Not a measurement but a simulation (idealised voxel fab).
Process module under the name voxel wiring stack
cross-section cut | 140 nm wide | cells 5 nm
If you're reading a cross-section in this doc, picture square cells in a grid; it comes to you as bands, top ones listed first down to the bottom, and a band can be one or more rows of cells. Within each band entry, the heights of the top and of the bottom of the band appear first, in that order and in nm; the materials of the band then follow from left to right, each with its corresponding width in nm. The designation "full width" on a single material indicates that it fills the band from edge to edge; the designation "blank" indicates empty space. Heads up on the height convention: 0 is the point under which the incoming wafer is all one material, and the lowest band has no bottom, it just keeps going down, like "0 and below". A width given as "30..40" starts at the first number in the band's top row and ends at the second number in its bottom row, shifting by an equal amount at every step from row to row. "no modification" (step): cross-section cells unchanged, all of them. Voids lacking openings: empty space of 8 cells or more with no open way to the top, each as width x height at its distance from the left edge, in nm. Step line, after settings: the simulator's comment on this step. overlay nm, on a step with a mask: how far to the right of its planned place the mask lay; to the left if negative.

## Steps in the process plan
1) RECEIVE | material Si
2) CONFORMAL_DEP | material SiO2 | thk nm 15
3) DIRECTIONAL_DEP | material TiN | thk nm 5
4) DIRECTIONAL_DEP | material Ru | thk nm 25
5) MASKED_ETCH | tone cover | mask id METAL_1 | width nm 25 | pitch nm 40 | etch materials Ru | depth nm 25 | overlay nm 0
6) MASKED_ETCH | tone cover | mask id METAL_1 | width nm 25 | pitch nm 40 | etch materials TiN | depth nm 5 | overlay nm 0
7) FILL_DEP | material lowk | thk nm 5
8) CMP | height nm 45
9) CONFORMAL_DEP | material SiCN | thk nm 5
10) DIRECTIONAL_DEP | material lowk | thk nm 20
11) MASKED_ETCH | tone open | mask id PLUG_1 | width nm 15 | pitch nm 80 | etch materials lowk | depth nm 20 | overlay nm 0
12) MASKED_ETCH | tone open | mask id PLUG_1 | width nm 15 | pitch nm 80 | etch materials SiCN | depth nm 5 | overlay nm 0
13) EPI | material Ru | thk nm 10
14) EPI | material Ru | thk nm 10
15) EPI | material Ru | thk nm 5
16) CONFORMAL_DEP | material SiCN | thk nm 5
17) DIRECTIONAL_DEP | material SiO2 | thk nm 25
18) MASKED_ETCH | tone open | mask id METAL_2 | width nm 25 | pitch nm 40 | etch materials SiO2 | depth nm 25 | overlay nm 0
19) MASKED_ETCH | tone open | mask id METAL_2 | width nm 25 | pitch nm 40 | etch materials SiCN | depth nm 5 | overlay nm 0
20) CONFORMAL_DEP | material TiN | thk nm 5
21) FILL_DEP | material Cu | thk nm 5
22) CMP | height nm 100
23) EPI | material Ru | thk nm 5
24) FILL_DEP | material SiCN | thk nm 5
The wafers in this document start out alike and differ in the overlay nm applied at step 11; the plan shows the value used for the first wafer.

## Step 1 complete: as-received cross-section of the first of several wafers
  0 and below: Si full width
  Voids lacking openings: none

## Below: a row per wafer. Contents at end of module: for every material, cells gained since receipt (+) or lost since receipt (-); then closed voids
overlay nm 0; +45 Cu; +126 Ru; +70 SiCN; +149 SiO2; +60 TiN; +166 lowk; Voids lacking openings: none
overlay nm 5; +45 Cu; +124 Ru; +72 SiCN; +149 SiO2; +60 TiN; +166 lowk; Voids lacking openings: none
overlay nm 10; +45 Cu; +122 Ru; +74 SiCN; +149 SiO2; +60 TiN; +166 lowk; Voids lacking openings: none
overlay nm 15; +45 Cu; +96 Ru; +92 SiCN; +149 SiO2; +68 TiN; +166 lowk; Voids lacking openings: none
